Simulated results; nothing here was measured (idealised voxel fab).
Presented below is a process module, voxel capacitor over wiring.
Shown is cross-section cut, with a width of 250 nm and square cells of size 5 nm.
Heads up, the way a cross-section reads in here is a grid of square cells, handed over as bands from the top down, with every band being one or more rows of cells.
First you get the band's top height and its bottom height, in nm, and then the materials it's made of, left to right, with each width in nm. If you see a single material with "throughout", that one covers the band edge to edge. "empty" is empty space.
Heights are expressed relative to 0, this being the level below which the as-received wafer comprises one material exclusively. The lowest band is unbounded in the downward direction and is denoted as in "top 0, no bottom".
Read "30->40" as a graded width: first number on top, second number at the bottom, same change between each pair of neighbouring rows.
For the purposes of this document, the phrase "remains unaltered" attached to a step denotes that no cell within the cross-section was modified by that step.
Any empty space of 8 cells or more lacking an open way to the top shows up in "Tabulated closed voids" as width x height at distance, distance from the left edge, in nm.
Step line, after settings: the simulator's comment on this step.
Each step line may optionally specify "overlay nm", which for a step with a mask gives the rightward distance between the mask's planned place and where it lay, a negative value indicating the leftward direction.
**These are the steps we planned for the process**
1,RECEIVE: material Si
2,CONFORMAL_DEP: material SiO2, thk nm 15
3,CONFORMAL_DEP: material SiCN, thk nm 5
4,DIRECTIONAL_DEP: material lowk, thk nm 15
5,DIRECTIONAL_DEP: material aC, thk nm 15
6,PATTERN: tone open, mask id METAL_1, material resist, width nm 30, pitch nm 90, thk nm 30, overlay nm 0
7,DIRECTIONAL_ETCH: etch materials aC, depth nm 15
8,STRIP: etch materials resist
9,DIRECTIONAL_ETCH: etch materials lowk, depth nm 15
10,DIRECTIONAL_ETCH: etch materials SiCN, depth nm 5
11,STRIP: etch materials aC
12,CONFORMAL_DEP: material TiN, thk nm 5
13,FILL_DEP: material Cu, thk nm 10
14,CMP: height nm 35
15,CONFORMAL_DEP: material SiCN, thk nm 5
16,DIRECTIONAL_DEP: material SiO2, thk nm 15
17,MASKED_ETCH: tone open, mask id PLUG_1, width nm 15, etch materials SiO2, depth nm 15, overlay nm -15
18,MASKED_ETCH: tone open, mask id PLUG_1, width nm 15, etch materials SiCN, depth nm 5, overlay nm 0
19,EPI: material Ru, thk nm 10
20,EPI: material Ru, thk nm 10
21,DIRECTIONAL_DEP: material TiN, thk nm 10
22,DIRECTIONAL_DEP: material Al2O3, thk nm 5
23,DIRECTIONAL_DEP: material TiN, thk nm 10
24,MASKED_ETCH: tone cover, mask id UPPER_PLATE, width nm 65, etch materials TiN, depth nm 10, overlay nm 0
25,MASKED_ETCH: tone cover, mask id UPPER_PLATE, width nm 65, etch materials Al2O3, depth nm 5, overlay nm 0
26,PATTERN: tone cover, mask id LOWER_PLATE, material resist, width nm 75, thk nm 20, overlay nm 0
27,DIRECTIONAL_ETCH: etch materials TiN, depth nm 10
28,STRIP: etch materials resist
29,FILL_DEP: material SiO2, thk nm 15
30,CMP: height nm 90
31,PATTERN: tone open, mask id PLUG_2, material resist, width nm 15, thk nm 15, overlay nm 0
32,DIRECTIONAL_ETCH: etch materials SiO2, depth nm 10
33,STRIP: etch materials resist
34,CONFORMAL_DEP: material TiN, thk nm 5
35,FILL_DEP: material Ru, thk nm 5
36,CMP: height nm 90
37,CONFORMAL_DEP: material SiCN, thk nm 5
For this document, wafers share an identical start and vary in the step 17 overlay nm; the plan quotes the first wafer's value.
**This is how the first of several wafers looked in cross-section when it arrived, which is after step 1**
top 0, no bottom | Si throughout
Tabulated closed voids: none
**What follows is a table in which each wafer occupies a row; for the wafer as it stands at the close of the module, the row states, material by material, how many cells have been gained (+) or lost (-) since receipt, and then gives its closed voids**
overlay nm -15; +13 Al2O3; +24 Cu; +1 Ru; +138 SiCN; +575 SiO2; +85 TiN; +114 lowk; Tabulated closed voids: none
overlay nm -10; +13 Al2O3; +24 Cu; +11 Ru; +137 SiCN; +566 SiO2; +85 TiN; +114 lowk; Tabulated closed voids: none
overlay nm -5; +13 Al2O3; +24 Cu; +12 Ru; +136 SiCN; +566 SiO2; +85 TiN; +114 lowk; Tabulated closed voids: none
overlay nm 0; +13 Al2O3; +24 Cu; +13 Ru; +135 SiCN; +566 SiO2; +85 TiN; +114 lowk; Tabulated closed voids: none
overlay nm 5; +13 Al2O3; +24 Cu; +12 Ru; +136 SiCN; +566 SiO2; +85 TiN; +114 lowk; Tabulated closed voids: none
overlay nm 10; +13 Al2O3; +24 Cu; +11 Ru; +137 SiCN; +566 SiO2; +85 TiN; +114 lowk; Tabulated closed voids: none
overlay nm 15; +13 Al2O3; +24 Cu; +1 Ru; +138 SiCN; +575 SiO2; +85 TiN; +114 lowk; Tabulated closed voids: none
